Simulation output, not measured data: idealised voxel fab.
Herein follows the process module entitled voxel wiring stack.
Shown is cross-section cut, with a width of 200 nm and square cells of size 5 nm.
This document writes a cross-section as a grid whose cells are square, and gives it as bands, listed from the top down; one or more rows of cells form a band. Top, bottom (nm), then materials left to right with widths (nm); lone material tagged "everywhere" fills the whole band edge to edge; "empty" = empty space. Heights are reckoned from 0. Under this level, the received wafer is all of one material. The bottommost band is open-ended downward, for example "from 0 down". The width entry "30 to 40" should be interpreted row by row: the top row of cells in the band takes the first number, the bottom row takes the second number, and the change between adjacent rows is uniform throughout. It should be understood that the words "remained unchanged", when stated for a given step, signify that the cross-section underwent no change in any of its cells during that step. Trapped voids: empty space of 8 cells or more with no open way to the top, each as width x height at its distance from the left edge, in nm. It should be noted that, on the line of a given step, the content following the step's settings is a remark produced by the simulator itself with respect to that step. A step line may carry the setting "overlay nm", which, for steps involving a mask, states the distance by which the mask lay to the right of its intended position; negative values denote displacement to the left.

**Below is the list of planned process steps**
1. op RECEIVE | material Si
2. op CONFORMAL_DEP | material SiO2 | thk nm 15
3. op DIRECTIONAL_DEP | material TiN | thk nm 5
4. op DIRECTIONAL_DEP | material Ru | thk nm 15
5. op MASKED_ETCH | tone cover | mask id METAL_1 | width nm 30 | pitch nm 60 | etch materials Ru | depth nm 15 | overlay nm 0
6. op MASKED_ETCH | tone cover | mask id METAL_1 | width nm 30 | pitch nm 60 | etch materials TiN | depth nm 5 | overlay nm 0
7. op FILL_DEP | material lowk | thk nm 5
8. op CMP | height nm 35
9. op CONFORMAL_DEP | material SiCN | thk nm 5
10. op DIRECTIONAL_DEP | material lowk | thk nm 20
11. op PATTERN | tone open | mask id PLUG_1 | material resist | width nm 15 | pitch nm 60 | thk nm 15 | overlay nm 0
12. op DIRECTIONAL_ETCH | etch materials lowk | depth nm 20
13. op DIRECTIONAL_ETCH | etch materials SiCN | depth nm 5
14. op STRIP | etch materials resist
15. op CONFORMAL_DEP | material TiN | thk nm 5
16. op FILL_DEP | material Cu | thk nm 5
17. op CMP | height nm 60
18. op DIRECTIONAL_DEP | material TiN | thk nm 5
19. op DIRECTIONAL_DEP | material W | thk nm 15
20. op PATTERN | tone cover | mask id METAL_2 | material resist | width nm 30 | pitch nm 60 | thk nm 20 | overlay nm 0
21. op DIRECTIONAL_ETCH | etch materials W | depth nm 15
22. op DIRECTIONAL_ETCH | etch materials TiN | depth nm 5
23. op STRIP | etch materials resist
24. op CONFORMAL_DEP | material SiCN | thk nm 5
25. op FILL_DEP | material lowk | thk nm 10
26. op CMP | height nm 80
27. op CONFORMAL_DEP | material SiCN | thk nm 5
28. op DIRECTIONAL_DEP | material SiO2 | thk nm 20
29. op MASKED_ETCH | tone open | mask id PLUG_2 | width nm 15 | pitch nm 60 | etch materials SiO2 | depth nm 20 | overlay nm 0
30. op MASKED_ETCH | tone open | mask id PLUG_2 | width nm 15 | pitch nm 60 | etch materials SiCN | depth nm 5 | overlay nm 0
31. op EPI | material Ru | thk nm 10
32. op EPI | material Ru | thk nm 10
33. op EPI | material Ru | thk nm 5
34. op DIRECTIONAL_DEP | material TiN | thk nm 5
35. op DIRECTIONAL_DEP | material W | thk nm 25
36. op MASKED_ETCH | tone cover | mask id METAL_3 | width nm 30 | pitch nm 60 | etch materials W | depth nm 25 | overlay nm 0
37. op MASKED_ETCH | tone cover | mask id METAL_3 | width nm 30 | pitch nm 60 | etch materials TiN | depth nm 5 | overlay nm 0
38. op CONFORMAL_DEP | material SiN | thk nm 5
39. op FILL_DEP | material lowk | thk nm 10
40. op CMP | height nm 135
41. op CONFORMAL_DEP | material SiN | thk nm 5

**Cross-section, incoming material, after step 1**
  from 0 down  Si everywhere
  Trapped voids: none

**The plan above was carried out on the starting structure above with one mistake, and this cross-section shows the wafer at the end of the module**
  from 140 to 135  SiN everywhere
  from 135 to 110  lowk (50)  SiN (5)  W (30)  SiN (5)  lowk (20)  SiN (5)  W (30)  SiN (5)  lowk (50)
  from 110 to 105  SiN (55)  TiN (30)  SiN (30)  TiN (30)  SiN (55)
  from 105 to 85  SiO2 (55)  Ru (15)  SiO2 (45)  Ru (15)  SiO2 (70)
  from 85 to 80  SiCN (55)  Ru (15)  SiCN (45)  Ru (15)  SiCN (70)
  from 80 to 65  lowk (50)  SiCN (5)  W (30)  SiCN (5)  lowk (20)  SiCN (5)  W (30)  SiCN (5)  lowk (50)
  from 65 to 55  SiCN (55)  TiN (30 to 15)  SiCN (30 to 45)  TiN (30 to 15)  SiCN (55 to 70)
  from 55 to 35  lowk everywhere
  from 35 to 20  lowk (55)  Ru (30)  lowk (30)  Ru (30)  lowk (55)
  from 20 to 15  lowk (55)  TiN (30)  lowk (30)  TiN (30)  lowk (55)
  from 15 to 0  SiO2 everywhere
  from 0 down  Si everywhere
  Trapped voids: none
Diagnosis: steps 9 and 10 of the plan were each performed in the slot designated for the other
